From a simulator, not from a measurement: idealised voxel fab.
The process module that follows is named voxel self aligned contacts.
Cross-sectional view cut (width: 175 nm; square cell size: 5 nm).
Bands, listed from the top down, are how a cross-section gets written in this document; the cross-section itself is a grid of square cells, and a band is one or more rows of them. A band entry consists of two parts. The first gives the height of the band's top and the height of its bottom, in nm. The rest lists the band's materials from left to right, each with its width in nm. A single material labelled with the word "everywhere" fills the band from edge to edge, and the word "air" marks empty space. For the purposes of this specification, 0 denotes the height below which the wafer in its as-received condition is composed wholly of one material, and the lowermost band, lacking a lower limit, extends downward without end, as expressed in "0..down". When a width is written as two numbers, as in "30..40", the first number is the width in the top row of cells of the band and the second is the width in its bottom row, and the width changes by the same amount from each row to the next. It should be understood that the words "no change occurred", when stated for a given step, signify that the cross-section underwent no change in any of its cells during that step. Under "Enclosed cavity list" you'll find the enclosed gaps, the ones with no way out to the top, that are 8 cells or bigger; each reads width x height at distance, with distance counted from the left edge, everything in nm. On each step's line, the part that comes after the settings is the simulator's own comment on the step. The line of a step may include "overlay nm". On a step with a mask, this value is how far to the right of its planned place the mask lay. A negative value means the mask lay to the left. Note on reading: below, each pair holds a cross-section from before one process step and one from after it; the one from after shows only down to the lowest band that changed. Beneath the pair, the step in between is stated along with its settings. The pairs can stem from different runs of this module on the same starting wafer. Where a pair's entry headed "Pre-processing view" says so, and only there, that pair continues from the pair above it.

Pre-processing view:
0..down | Si everywhere
Enclosed cavity list: none

As Processed:
5..0 | SiO2 everywhere
Unchanged below 0.
Enclosed cavity list: none
Link between the two cross-sections above: CONFORMAL_DEP: material SiO2, thk nm 5

Pre-processing view: the after view from the pair directly above serves as the before view here.

As Processed:
30..5 | polySi everywhere
Unchanged below 5.
Enclosed cavity list: none
Link between the two cross-sections above: DIRECTIONAL_DEP: material polySi, thk nm 25

Pre-processing view: the after view from the pair directly above serves as the before view here.

As Processed:
45..30 | SiN everywhere
Unchanged below 30.
Enclosed cavity list: none
Link between the two cross-sections above: DIRECTIONAL_DEP: material SiN, thk nm 15

Pre-processing view: the after view from the pair directly above serves as the before view here.

As Processed:
55..45 | aC everywhere
Unchanged below 45.
Enclosed cavity list: none
Link between the two cross-sections above: DIRECTIONAL_DEP: material aC, thk nm 10

Pre-processing view: the after view from the pair directly above serves as the before view here.

As Processed:
85..55 | 45 of air, 30 of resist, 25 of air, 30 of resist, 45 of air
Unchanged below 55.
Enclosed cavity list: none
Link between the two cross-sections above: PATTERN: tone cover, mask id GATE, material resist, width nm 30, pitch nm 55, thk nm 30, overlay nm 0

Pre-processing view: the after view from the pair directly above serves as the before view here.

As Processed:
75..55 | 45 of air, 30 of resist, 25 of air, 30 of resist, 45 of air
55..45 | 45 of air, 30 of aC, 25 of air, 30 of aC, 45 of air
Unchanged below 45.
Enclosed cavity list: none
Link between the two cross-sections above: DIRECTIONAL_ETCH: etch materials aC, depth nm 10

Pre-processing view: the after view from the pair directly above serves as the before view here.

As Processed:
55..45 | 45 of air, 30 of aC, 25 of air, 30 of aC, 45 of air
Unchanged below 45.
Enclosed cavity list: none
Link between the two cross-sections above: STRIP: etch materials resist

Pre-processing view: the after view from the pair directly above serves as the before view here.

As Processed:
55..45 | 45 of air, 30 of aC, 25 of air, 30 of aC, 45 of air
45..30 | 45 of air, 30 of SiN, 25 of air, 30 of SiN, 45 of air
Unchanged below 30.
Enclosed cavity list: none
Link between the two cross-sections above: DIRECTIONAL_ETCH: etch materials SiN, depth nm 15

Pre-processing view: the after view from the pair directly above serves as the before view here.

As Processed:
55..45 | 45 of air, 30 of aC, 25 of air, 30 of aC, 45 of air
45..30 | 45 of air, 30 of SiN, 25 of air, 30 of SiN, 45 of air
30..5 | 45 of air, 30 of polySi, 25 of air, 30 of polySi, 45 of air
Unchanged below 5.
Enclosed cavity list: none
Link between the two cross-sections above: DIRECTIONAL_ETCH: etch materials polySi, depth nm 25

Pre-processing view: the after view from the pair directly above serves as the before view here.

As Processed:
45..30 | 45 of air, 30 of SiN, 25 of air, 30 of SiN, 45 of air
Unchanged below 30.
Enclosed cavity list: none
Link between the two cross-sections above: STRIP: etch materials aC

Pre-processing view: the after view from the pair directly above serves as the before view here.

As Processed:
50..30 | 40 of air, 40 of SiN, 15 of air, 40 of SiN, 40 of air
30..10 | 40 of air, 5 of SiN, 30 of polySi, 5 of SiN, 15 of air, 5 of SiN, 30 of polySi, 5 of SiN, 40 of air
10..5 | 45 of SiN, 30 of polySi, 25 of SiN, 30 of polySi, 45 of SiN
Unchanged below 5.
Enclosed cavity list: none
Link between the two cross-sections above: CONFORMAL_DEP: material SiN, thk nm 5

Pre-processing view: the after view from the pair directly above serves as the before view here.

As Processed:
45..30 | 40 of air, 40 of SiN, 15 of air, 40 of SiN, 40 of air
30..5 | 40 of air, 5 of SiN, 30 of polySi, 5 of SiN, 15 of air, 5 of SiN, 30 of polySi, 5 of SiN, 40 of air
Unchanged below 5.
Enclosed cavity list: none
Link between the two cross-sections above: DIRECTIONAL_ETCH: etch materials SiN, depth nm 5

Pre-processing view: the after view from the pair directly above serves as the before view here.

As Processed:
65..45 | SiO2 everywhere
45..30 | 40 of SiO2, 40 of SiN, 15 of SiO2, 40 of SiN, 40 of SiO2
30..5 | 40 of SiO2, 5 of SiN, 30 of polySi, 5 of SiN, 15 of SiO2, 5 of SiN, 30 of polySi, 5 of SiN, 40 of SiO2
Unchanged below 5.
Enclosed cavity list: none
Link between the two cross-sections above: FILL_DEP: material SiO2, thk nm 20

Pre-processing view: the after view from the pair directly above serves as the before view here.

As Processed:
55..45 | SiO2 everywhere
Unchanged below 45.
Enclosed cavity list: none
Link between the two cross-sections above: CMP: height nm 55

Pre-processing view: the after view from the pair directly above serves as the before view here.

As Processed:
55..45 | 70 of SiO2, 35 of air, 70 of SiO2
45..30 | 40 of SiO2, 40 of SiN, 15 of air, 40 of SiN, 40 of SiO2
30..5 | 40 of SiO2, 5 of SiN, 30 of polySi, 5 of SiN, 15 of air, 5 of SiN, 30 of polySi, 5 of SiN, 40 of SiO2
5..0 | 80 of SiO2, 15 of air, 80 of SiO2
Unchanged below 0.
Enclosed cavity list: none
Link between the two cross-sections above: MASKED_ETCH: tone open, mask id CONTACT, width nm 35, etch materials SiO2, depth nm 55, overlay nm 0

Pre-processing view: the after view from the pair directly above serves as the before view here.

As Processed:
60..55 | 75 of TiN, 25 of air, 75 of TiN
55..45 | 70 of SiO2, 5..15 of TiN, 25..5 of air, 5..15 of TiN, 70 of SiO2
45..30 | 40 of SiO2, 40 of SiN, 5 of TiN, 5 of air, 5 of TiN, 40 of SiN, 40 of SiO2
30..5 | 40 of SiO2, 5 of SiN, 30 of polySi, 5 of SiN, 5 of TiN, 5 of air, 5 of TiN, 5 of SiN, 30 of polySi, 5 of SiN, 40 of SiO2
5..0 | 80 of SiO2, 15 of TiN, 80 of SiO2
Unchanged below 0.
Enclosed cavity list: none
Link between the two cross-sections above: CONFORMAL_DEP: material TiN, thk nm 5

Pre-processing view: the after view from the pair directly above serves as the before view here.

As Processed:
65..60 | Ru everywhere
60..55 | 75 of TiN, 25 of Ru, 75 of TiN
55..45 | 70 of SiO2, 5..15 of TiN, 25..5 of Ru, 5..15 of TiN, 70 of SiO2
45..30 | 40 of SiO2, 40 of SiN, 5 of TiN, 5 of Ru, 5 of TiN, 40 of SiN, 40 of SiO2
30..5 | 40 of SiO2, 5 of SiN, 30 of polySi, 5 of SiN, 5 of TiN, 5 of Ru, 5 of TiN, 5 of SiN, 30 of polySi, 5 of SiN, 40 of SiO2
Unchanged below 5.
Enclosed cavity list: none
Link between the two cross-sections above: FILL_DEP: material Ru, thk nm 5

Pre-processing view: the after view from the pair directly above serves as the before view here.

As Processed:
55..45 | 70 of SiO2, 5..15 of TiN, 25..5 of Ru, 5..15 of TiN, 70 of SiO2
Unchanged below 45.
Enclosed cavity list: none
Link between the two cross-sections above: CMP: height nm 55

Pre-processing view: the after view from the pair directly above serves as the before view here.

As Processed:
60..55 | SiCN everywhere
Unchanged below 55.
Enclosed cavity list: none
Link between the two cross-sections above: CONFORMAL_DEP: material SiCN, thk nm 5

Pre-processing view:
45..30 | 45 of air, 30 of SiN, 25 of air, 30 of SiN, 45 of air
30..5 | 45 of air, 30 of polySi, 25 of air, 30 of polySi, 45 of air
5..0 | SiO2 everywhere
0..down | Si everywhere
Enclosed cavity list: none

As Processed:
40..30 | 45 of air, 30 of SiN, 25 of air, 30 of SiN, 45 of air
Unchanged below 30.
Enclosed cavity list: none
Link between the two cross-sections above: DIRECTIONAL_ETCH: etch materials SiN, depth nm 5

Pre-processing view: the after view from the pair directly above serves as the before view here.

As Processed:
60..40 | SiO2 everywhere
40..30 | 45 of SiO2, 30 of SiN, 25 of SiO2, 30 of SiN, 45 of SiO2
30..5 | 45 of SiO2, 30 of polySi, 25 of SiO2, 30 of polySi, 45 of SiO2
Unchanged below 5.
Enclosed cavity list: none
Link between the two cross-sections above: FILL_DEP: material SiO2, thk nm 20

Pre-processing view: the after view from the pair directly above serves as the before view here.

As Processed:
55..40 | SiO2 everywhere
Unchanged below 40.
Enclosed cavity list: none
Link between the two cross-sections above: CMP: height nm 55

Pre-processing view: the after view from the pair directly above serves as the before view here.

As Processed:
55..40 | 70 of SiO2, 35 of air, 70 of SiO2
40..30 | 45 of SiO2, 30 of SiN, 25 of air, 30 of SiN, 45 of SiO2
30..5 | 45 of SiO2, 30 of polySi, 25 of air, 30 of polySi, 45 of SiO2
5..0 | 75 of SiO2, 25 of air, 75 of SiO2
Unchanged below 0.
Enclosed cavity list: none
Link between the two cross-sections above: MASKED_ETCH: tone open, mask id CONTACT, width nm 35, etch materials SiO2, depth nm 55, overlay nm 0

Pre-processing view: the after view from the pair directly above serves as the before view here.

As Processed:
60..55 | 75 of TiN, 25 of air, 75 of TiN
55..45 | 70 of SiO2, 5 of TiN, 25 of air, 5 of TiN, 70 of SiO2
45..40 | 70 of SiO2, 10 of TiN, 15 of air, 10 of TiN, 70 of SiO2
40..30 | 45 of SiO2, 30 of SiN, 5 of TiN, 15 of air, 5 of TiN, 30 of SiN, 45 of SiO2
30..5 | 45 of SiO2, 30 of polySi, 5 of TiN, 15 of air, 5 of TiN, 30 of polySi, 45 of SiO2
5..0 | 75 of SiO2, 25 of TiN, 75 of SiO2
Unchanged below 0.
Enclosed cavity list: none
Link between the two cross-sections above: CONFORMAL_DEP: material TiN, thk nm 5

Pre-processing view: the after view from the pair directly above serves as the before view here.

As Processed:
65..60 | Ru everywhere
60..55 | 75 of TiN, 25 of Ru, 75 of TiN
55..45 | 70 of SiO2, 5 of TiN, 25 of Ru, 5 of TiN, 70 of SiO2
45..40 | 70 of SiO2, 10 of TiN, 15 of Ru, 10 of TiN, 70 of SiO2
40..30 | 45 of SiO2, 30 of SiN, 5 of TiN, 15 of Ru, 5 of TiN, 30 of SiN, 45 of SiO2
30..5 | 45 of SiO2, 30 of polySi, 5 of TiN, 15 of Ru, 5 of TiN, 30 of polySi, 45 of SiO2
Unchanged below 5.
Enclosed cavity list: none
Link between the two cross-sections above: FILL_DEP: material Ru, thk nm 5

Pre-processing view: the after view from the pair directly above serves as the before view here.

As Processed:
55..45 | 70 of SiO2, 5 of TiN, 25 of Ru, 5 of TiN, 70 of SiO2
Unchanged below 45.
Enclosed cavity list: none
Link between the two cross-sections above: CMP: height nm 55

Pre-processing view: the after view from the pair directly above serves as the before view here.

As Processed:
60..55 | SiCN everywhere
Unchanged below 55.
Enclosed cavity list: none
Link between the two cross-sections above: CONFORMAL_DEP: material SiCN, thk nm 5

Pre-processing view:
45..30 | SiN everywhere
30..5 | polySi everywhere
5..0 | SiO2 everywhere
0..down | Si everywhere
Enclosed cavity list: none

As Processed:
60..30 | SiN everywhere
Unchanged below 30.
Enclosed cavity list: none
Link between the two cross-sections above: DIRECTIONAL_DEP: material SiN, thk nm 15

Pre-processing view: the after view from the pair directly above serves as the before view here.

As Processed:
70..60 | aC everywhere
Unchanged below 60.
Enclosed cavity list: none
Link between the two cross-sections above: DIRECTIONAL_DEP: material aC, thk nm 10

Pre-processing view: the after view from the pair directly above serves as the before view here.

As Processed:
100..70 | 45 of air, 30 of resist, 25 of air, 30 of resist, 45 of air
Unchanged below 70.
Enclosed cavity list: none
Link between the two cross-sections above: PATTERN: tone cover, mask id GATE, material resist, width nm 30, pitch nm 55, thk nm 30, overlay nm 0

Pre-processing view: the after view from the pair directly above serves as the before view here.

As Processed:
90..70 | 45 of air, 30 of resist, 25 of air, 30 of resist, 45 of air
70..60 | 45 of air, 30 of aC, 25 of air, 30 of aC, 45 of air
Unchanged below 60.
Enclosed cavity list: none
Link between the two cross-sections above: DIRECTIONAL_ETCH: etch materials aC, depth nm 10

Pre-processing view: the after view from the pair directly above serves as the before view here.

As Processed:
70..60 | 45 of air, 30 of aC, 25 of air, 30 of aC, 45 of air
Unchanged below 60.
Enclosed cavity list: none
Link between the two cross-sections above: STRIP: etch materials resist

Pre-processing view: the after view from the pair directly above serves as the before view here.

As Processed:
70..60 | 45 of air, 30 of aC, 25 of air, 30 of aC, 45 of air
60..45 | 45 of air, 30 of SiN, 25 of air, 30 of SiN, 45 of air
Unchanged below 45.
Enclosed cavity list: none
Link between the two cross-sections above: DIRECTIONAL_ETCH: etch materials SiN, depth nm 15

Pre-processing view: the after view from the pair directly above serves as the before view here.

As Processed:
60..45 | 45 of air, 30 of SiN, 25 of air, 30 of SiN, 45 of air
Unchanged below 45.
Enclosed cavity list: none
Link between the two cross-sections above: STRIP: etch materials aC

Pre-processing view: the after view from the pair directly above serves as the before view here.

As Processed:
65..50 | 40 of air, 40 of SiN, 15 of air, 40 of SiN, 40 of air
50..30 | SiN everywhere
Unchanged below 30.
Enclosed cavity list: none
Link between the two cross-sections above: CONFORMAL_DEP: material SiN, thk nm 5

Pre-processing view: the after view from the pair directly above serves as the before view here.

As Processed:
60..45 | 40 of air, 40 of SiN, 15 of air, 40 of SiN, 40 of air
Unchanged below 45.
Enclosed cavity list: none
Link between the two cross-sections above: DIRECTIONAL_ETCH: etch materials SiN, depth nm 5

Pre-processing view: the after view from the pair directly above serves as the before view here.

As Processed:
80..60 | SiO2 everywhere
60..45 | 40 of SiO2, 40 of SiN, 15 of SiO2, 40 of SiN, 40 of SiO2
Unchanged below 45.
Enclosed cavity list: none
Link between the two cross-sections above: FILL_DEP: material SiO2, thk nm 20

Pre-processing view: the after view from the pair directly above serves as the before view here.

As Processed:
55..45 | 40 of SiO2, 40 of SiN, 15 of SiO2, 40 of SiN, 40 of SiO2
Unchanged below 45.
Enclosed cavity list: none
Link between the two cross-sections above: CMP: height nm 55

Pre-processing view: the after view from the pair directly above serves as the before view here.

As Processed:
55..45 | 40 of SiO2, 40 of SiN, 15 of air, 40 of SiN, 40 of SiO2
Unchanged below 45.
Enclosed cavity list: none
Link between the two cross-sections above: MASKED_ETCH: tone open, mask id CONTACT, width nm 35, etch materials SiO2, depth nm 55, overlay nm 0

Pre-processing view: the after view from the pair directly above serves as the before view here.

As Processed:
60..55 | 85 of TiN, 5 of air, 85 of TiN
55..50 | 40 of SiO2, 40 of SiN, 5 of TiN, 5 of air, 5 of TiN, 40 of SiN, 40 of SiO2
50..45 | 40 of SiO2, 40 of SiN, 15 of TiN, 40 of SiN, 40 of SiO2
Unchanged below 45.
Enclosed cavity list: none
Link between the two cross-sections above: CONFORMAL_DEP: material TiN, thk nm 5

Pre-processing view: the after view from the pair directly above serves as the before view here.

As Processed:
65..60 | Ru everywhere
60..55 | 85 of TiN, 5 of Ru, 85 of TiN
55..50 | 40 of SiO2, 40 of SiN, 5 of TiN, 5 of Ru, 5 of TiN, 40 of SiN, 40 of SiO2
Unchanged below 50.
Enclosed cavity list: none
Link between the two cross-sections above: FILL_DEP: material Ru, thk nm 5

Pre-processing view: the after view from the pair directly above serves as the before view here.

As Processed:
55..50 | 40 of SiO2, 40 of SiN, 5 of TiN, 5 of Ru, 5 of TiN, 40 of SiN, 40 of SiO2
Unchanged below 50.
Enclosed cavity list: none
Link between the two cross-sections above: CMP: height nm 55

Pre-processing view: the after view from the pair directly above serves as the before view here.

As Processed:
60..55 | SiCN everywhere
Unchanged below 55.
Enclosed cavity list: none
Link between the two cross-sections above: CONFORMAL_DEP: material SiCN, thk nm 5

Pre-processing view:
40..30 | 45 of air, 30 of SiN, 25 of air, 30 of SiN, 45 of air
30..5 | 45 of air, 30 of polySi, 25 of air, 30 of polySi, 45 of air
5..0 | SiO2 everywhere
0..down | Si everywhere
Enclosed cavity list: none

As Processed:
45..30 | 40 of air, 40 of SiN, 15 of air, 40 of SiN, 40 of air
30..10 | 40 of air, 5 of SiN, 30 of polySi, 5 of SiN, 15 of air, 5 of SiN, 30 of polySi, 5 of SiN, 40 of air
10..5 | 45 of SiN, 30 of polySi, 25 of SiN, 30 of polySi, 45 of SiN
Unchanged below 5.
Enclosed cavity list: none
Link between the two cross-sections above: CONFORMAL_DEP: material SiN, thk nm 5

Pre-processing view: the after view from the pair directly above serves as the before view here.

As Processed:
65..45 | SiO2 everywhere
45..30 | 40 of SiO2, 40 of SiN, 15 of SiO2, 40 of SiN, 40 of SiO2
30..10 | 40 of SiO2, 5 of SiN, 30 of polySi, 5 of SiN, 15 of SiO2, 5 of SiN, 30 of polySi, 5 of SiN, 40 of SiO2
Unchanged below 10.
Enclosed cavity list: none
Link between the two cross-sections above: FILL_DEP: material SiO2, thk nm 20

Pre-processing view: the after view from the pair directly above serves as the before view here.

As Processed:
55..45 | SiO2 everywhere
Unchanged below 45.
Enclosed cavity list: none
Link between the two cross-sections above: CMP: height nm 55

Pre-processing view: the after view from the pair directly above serves as the before view here.

As Processed:
55..45 | 70 of SiO2, 35 of air, 70 of SiO2
45..30 | 40 of SiO2, 40 of SiN, 15 of air, 40 of SiN, 40 of SiO2
30..10 | 40 of SiO2, 5 of SiN, 30 of polySi, 5 of SiN, 15 of air, 5 of SiN, 30 of polySi, 5 of SiN, 40 of SiO2
Unchanged below 10.
Enclosed cavity list: none
Link between the two cross-sections above: MASKED_ETCH: tone open, mask id CONTACT, width nm 35, etch materials SiO2, depth nm 55, overlay nm 0

Pre-processing view: the after view from the pair directly above serves as the before view here.

As Processed:
60..55 | 75 of TiN, 25 of air, 75 of TiN
55..45 | 70 of SiO2, 5..15 of TiN, 25..5 of air, 5..15 of TiN, 70 of SiO2
45..30 | 40 of SiO2, 40 of SiN, 5 of TiN, 5 of air, 5 of TiN, 40 of SiN, 40 of SiO2
30..15 | 40 of SiO2, 5 of SiN, 30 of polySi, 5 of SiN, 5 of TiN, 5 of air, 5 of TiN, 5 of SiN, 30 of polySi, 5 of SiN, 40 of SiO2
15..10 | 40 of SiO2, 5 of SiN, 30 of polySi, 5 of SiN, 15 of TiN, 5 of SiN, 30 of polySi, 5 of SiN, 40 of SiO2
Unchanged below 10.
Enclosed cavity list: none
Link between the two cross-sections above: CONFORMAL_DEP: material TiN, thk nm 5

Pre-processing view: the after view from the pair directly above serves as the before view here.

As Processed:
65..60 | Ru everywhere
60..55 | 75 of TiN, 25 of Ru, 75 of TiN
55..45 | 70 of SiO2, 5..15 of TiN, 25..5 of Ru, 5..15 of TiN, 70 of SiO2
45..30 | 40 of SiO2, 40 of SiN, 5 of TiN, 5 of Ru, 5 of TiN, 40 of SiN, 40 of SiO2
30..15 | 40 of SiO2, 5 of SiN, 30 of polySi, 5 of SiN, 5 of TiN, 5 of Ru, 5 of TiN, 5 of SiN, 30 of polySi, 5 of SiN, 40 of SiO2
Unchanged below 15.
Enclosed cavity list: none
Link between the two cross-sections above: FILL_DEP: material Ru, thk nm 5

Pre-processing view: the after view from the pair directly above serves as the before view here.

As Processed:
55..45 | 70 of SiO2, 5..15 of TiN, 25..5 of Ru, 5..15 of TiN, 70 of SiO2
Unchanged below 45.
Enclosed cavity list: none
Link between the two cross-sections above: CMP: height nm 55

Pre-processing view: the after view from the pair directly above serves as the before view here.

As Processed:
60..55 | SiCN everywhere
Unchanged below 55.
Enclosed cavity list: none
Link between the two cross-sections above: CONFORMAL_DEP: material SiCN, thk nm 5

Pre-processing view:
55..45 | 45 of air, 30 of aC, 25 of air, 30 of aC, 45 of air
45..30 | 45 of air, 30 of SiN, 25 of air, 30 of SiN, 45 of air
30..5 | polySi everywhere
5..0 | SiO2 everywhere
0..down | Si everywhere
Enclosed cavity list: none

As Processed:
55..45 | 45 of air, 30 of aC, 25 of air, 30 of aC, 45 of air
45..30 | 45 of air, 30 of SiN, 25 of air, 30 of SiN, 45 of air
30..15 | 45 of air, 30 of polySi, 25 of air, 30 of polySi, 45 of air
Unchanged below 15.
Enclosed cavity list: none
Link between the two cross-sections above: DIRECTIONAL_ETCH: etch materials polySi, depth nm 15

Pre-processing view: the after view from the pair directly above serves as the before view here.

As Processed:
45..30 | 45 of air, 30 of SiN, 25 of air, 30 of SiN, 45 of air
Unchanged below 30.
Enclosed cavity list: none
Link between the two cross-sections above: STRIP: etch materials aC

Pre-processing view: the after view from the pair directly above serves as the before view here.

As Processed:
50..30 | 40 of air, 40 of SiN, 15 of air, 40 of SiN, 40 of air
30..20 | 40 of air, 5 of SiN, 30 of polySi, 5 of SiN, 15 of air, 5 of SiN, 30 of polySi, 5 of SiN, 40 of air
20..15 | 45 of SiN, 30 of polySi, 25 of SiN, 30 of polySi, 45 of SiN
Unchanged below 15.
Enclosed cavity list: none
Link between the two cross-sections above: CONFORMAL_DEP: material SiN, thk nm 5

Pre-processing view: the after view from the pair directly above serves as the before view here.

As Processed:
45..30 | 40 of air, 40 of SiN, 15 of air, 40 of SiN, 40 of air
30..15 | 40 of air, 5 of SiN, 30 of polySi, 5 of SiN, 15 of air, 5 of SiN, 30 of polySi, 5 of SiN, 40 of air
Unchanged below 15.
Enclosed cavity list: none
Link between the two cross-sections above: DIRECTIONAL_ETCH: etch materials SiN, depth nm 5

Pre-processing view: the after view from the pair directly above serves as the before view here.

As Processed:
65..45 | SiO2 everywhere
45..30 | 40 of SiO2, 40 of SiN, 15 of SiO2, 40 of SiN, 40 of SiO2
30..15 | 40 of SiO2, 5 of SiN, 30 of polySi, 5 of SiN, 15 of SiO2, 5 of SiN, 30 of polySi, 5 of SiN, 40 of SiO2
Unchanged below 15.
Enclosed cavity list: none
Link between the two cross-sections above: FILL_DEP: material SiO2, thk nm 20

Pre-processing view: the after view from the pair directly above serves as the before view here.

As Processed:
55..45 | SiO2 everywhere
Unchanged below 45.
Enclosed cavity list: none
Link between the two cross-sections above: CMP: height nm 55

Pre-processing view: the after view from the pair directly above serves as the before view here.

As Processed:
55..45 | 70 of SiO2, 35 of air, 70 of SiO2
45..30 | 40 of SiO2, 40 of SiN, 15 of air, 40 of SiN, 40 of SiO2
30..15 | 40 of SiO2, 5 of SiN, 30 of polySi, 5 of SiN, 15 of air, 5 of SiN, 30 of polySi, 5 of SiN, 40 of SiO2
Unchanged below 15.
Enclosed cavity list: none
Link between the two cross-sections above: MASKED_ETCH: tone open, mask id CONTACT, width nm 35, etch materials SiO2, depth nm 55, overlay nm 0

Pre-processing view: the after view from the pair directly above serves as the before view here.

As Processed:
60..55 | 75 of TiN, 25 of air, 75 of TiN
55..45 | 70 of SiO2, 5..15 of TiN, 25..5 of air, 5..15 of TiN, 70 of SiO2
45..30 | 40 of SiO2, 40 of SiN, 5 of TiN, 5 of air, 5 of TiN, 40 of SiN, 40 of SiO2
30..20 | 40 of SiO2, 5 of SiN, 30 of polySi, 5 of SiN, 5 of TiN, 5 of air, 5 of TiN, 5 of SiN, 30 of polySi, 5 of SiN, 40 of SiO2
20..15 | 40 of SiO2, 5 of SiN, 30 of polySi, 5 of SiN, 15 of TiN, 5 of SiN, 30 of polySi, 5 of SiN, 40 of SiO2
Unchanged below 15.
Enclosed cavity list: none
Link between the two cross-sections above: CONFORMAL_DEP: material TiN, thk nm 5

Pre-processing view: the after view from the pair directly above serves as the before view here.

As Processed:
65..60 | Ru everywhere
60..55 | 75 of TiN, 25 of Ru, 75 of TiN
55..45 | 70 of SiO2, 5..15 of TiN, 25..5 of Ru, 5..15 of TiN, 70 of SiO2
45..30 | 40 of SiO2, 40 of SiN, 5 of TiN, 5 of Ru, 5 of TiN, 40 of SiN, 40 of SiO2
30..20 | 40 of SiO2, 5 of SiN, 30 of polySi, 5 of SiN, 5 of TiN, 5 of Ru, 5 of TiN, 5 of SiN, 30 of polySi, 5 of SiN, 40 of SiO2
Unchanged below 20.
Enclosed cavity list: none
Link between the two cross-sections above: FILL_DEP: material Ru, thk nm 5

Pre-processing view: the after view from the pair directly above serves as the before view here.

As Processed:
55..45 | 70 of SiO2, 5..15 of TiN, 25..5 of Ru, 5..15 of TiN, 70 of SiO2
Unchanged below 45.
Enclosed cavity list: none
Link between the two cross-sections above: CMP: height nm 55

Pre-processing view: the after view from the pair directly above serves as the before view here.

As Processed:
60..55 | SiCN everywhere
Unchanged below 55.
Enclosed cavity list: none
Link between the two cross-sections above: CONFORMAL_DEP: material SiCN, thk nm 5

Pre-processing view:
55..45 | SiO2 everywhere
45..30 | 40 of SiO2, 40 of SiN, 15 of SiO2, 40 of SiN, 40 of SiO2
30..5 | 40 of SiO2, 5 of SiN, 30 of polySi, 5 of SiN, 15 of SiO2, 5 of SiN, 30 of polySi, 5 of SiN, 40 of SiO2
5..0 | SiO2 everywhere
0..down | Si everywhere
Enclosed cavity list: none

As Processed:
55..45 | 75 of SiO2, 25 of air, 75 of SiO2
45..30 | 40 of SiO2, 40 of SiN, 15 of air, 40 of SiN, 40 of SiO2
30..5 | 40 of SiO2, 5 of SiN, 30 of polySi, 5 of SiN, 15 of air, 5 of SiN, 30 of polySi, 5 of SiN, 40 of SiO2
5..0 | 80 of SiO2, 15 of air, 80 of SiO2
Unchanged below 0.
Enclosed cavity list: none
Link between the two cross-sections above: MASKED_ETCH: tone open, mask id CONTACT, width nm 25, etch materials SiO2, depth nm 55, overlay nm 0

Pre-processing view: the after view from the pair directly above serves as the before view here.

As Processed:
60..55 | 80 of TiN, 15 of air, 80 of TiN
55..45 | 75 of SiO2, 5..10 of TiN, 15..5 of air, 5..10 of TiN, 75 of SiO2
45..30 | 40 of SiO2, 40 of SiN, 5 of TiN, 5 of air, 5 of TiN, 40 of SiN, 40 of SiO2
30..5 | 40 of SiO2, 5 of SiN, 30 of polySi, 5 of SiN, 5 of TiN, 5 of air, 5 of TiN, 5 of SiN, 30 of polySi, 5 of SiN, 40 of SiO2
5..0 | 80 of SiO2, 15 of TiN, 80 of SiO2
Unchanged below 0.
Enclosed cavity list: none
Link between the two cross-sections above: CONFORMAL_DEP: material TiN, thk nm 5

Pre-processing view: the after view from the pair directly above serves as the before view here.

As Processed:
65..60 | Ru everywhere
60..55 | 80 of TiN, 15 of Ru, 80 of TiN
55..45 | 75 of SiO2, 5..10 of TiN, 15..5 of Ru, 5..10 of TiN, 75 of SiO2
45..30 | 40 of SiO2, 40 of SiN, 5 of TiN, 5 of Ru, 5 of TiN, 40 of SiN, 40 of SiO2
30..5 | 40 of SiO2, 5 of SiN, 30 of polySi, 5 of SiN, 5 of TiN, 5 of Ru, 5 of TiN, 5 of SiN, 30 of polySi, 5 of SiN, 40 of SiO2
Unchanged below 5.
Enclosed cavity list: none
Link between the two cross-sections above: FILL_DEP: material Ru, thk nm 5

Pre-processing view: the after view from the pair directly above serves as the before view here.

As Processed:
55..45 | 75 of SiO2, 5..10 of TiN, 15..5 of Ru, 5..10 of TiN, 75 of SiO2
Unchanged below 45.
Enclosed cavity list: none
Link between the two cross-sections above: CMP: height nm 55

Pre-processing view: the after view from the pair directly above serves as the before view here.

As Processed:
60..55 | SiCN everywhere
Unchanged below 55.
Enclosed cavity list: none
Link between the two cross-sections above: CONFORMAL_DEP: material SiCN, thk nm 5

Pre-processing view:
55..45 | aC everywhere
45..30 | SiN everywhere
30..5 | polySi everywhere
5..0 | SiO2 everywhere
0..down | Si everywhere
Enclosed cavity list: none

As Processed:
85..55 | 50 of air, 30 of resist, 25 of air, 30 of resist, 40 of air
Unchanged below 55.
Enclosed cavity list: none
Link between the two cross-sections above: PATTERN: tone cover, mask id GATE, material resist, width nm 30, pitch nm 55, thk nm 30, overlay nm 5

Pre-processing view: the after view from the pair directly above serves as the before view here.

As Processed:
75..55 | 50 of air, 30 of resist, 25 of air, 30 of resist, 40 of air
55..45 | 50 of air, 30 of aC, 25 of air, 30 of aC, 40 of air
Unchanged below 45.
Enclosed cavity list: none
Link between the two cross-sections above: DIRECTIONAL_ETCH: etch materials aC, depth nm 10

Pre-processing view: the after view from the pair directly above serves as the before view here.

As Processed:
55..45 | 50 of air, 30 of aC, 25 of air, 30 of aC, 40 of air
Unchanged below 45.
Enclosed cavity list: none
Link between the two cross-sections above: STRIP: etch materials resist

Pre-processing view: the after view from the pair directly above serves as the before view here.

As Processed:
55..45 | 50 of air, 30 of aC, 25 of air, 30 of aC, 40 of air
45..30 | 50 of air, 30 of SiN, 25 of air, 30 of SiN, 40 of air
Unchanged below 30.
Enclosed cavity list: none
Link between the two cross-sections above: DIRECTIONAL_ETCH: etch materials SiN, depth nm 15

Pre-processing view: the after view from the pair directly above serves as the before view here.

As Processed:
55..45 | 50 of air, 30 of aC, 25 of air, 30 of aC, 40 of air
45..30 | 50 of air, 30 of SiN, 25 of air, 30 of SiN, 40 of air
30..5 | 50 of air, 30 of polySi, 25 of air, 30 of polySi, 40 of air
Unchanged below 5.
Enclosed cavity list: none
Link between the two cross-sections above: DIRECTIONAL_ETCH: etch materials polySi, depth nm 25

Pre-processing view: the after view from the pair directly above serves as the before view here.

As Processed:
45..30 | 50 of air, 30 of SiN, 25 of air, 30 of SiN, 40 of air
Unchanged below 30.
Enclosed cavity list: none
Link between the two cross-sections above: STRIP: etch materials aC

Pre-processing view: the after view from the pair directly above serves as the before view here.

As Processed:
50..30 | 45 of air, 40 of SiN, 15 of air, 40 of SiN, 35 of air
30..10 | 45 of air, 5 of SiN, 30 of polySi, 5 of SiN, 15 of air, 5 of SiN, 30 of polySi, 5 of SiN, 35 of air
10..5 | 50 of SiN, 30 of polySi, 25 of SiN, 30 of polySi, 40 of SiN
Unchanged below 5.
Enclosed cavity list: none
Link between the two cross-sections above: CONFORMAL_DEP: material SiN, thk nm 5
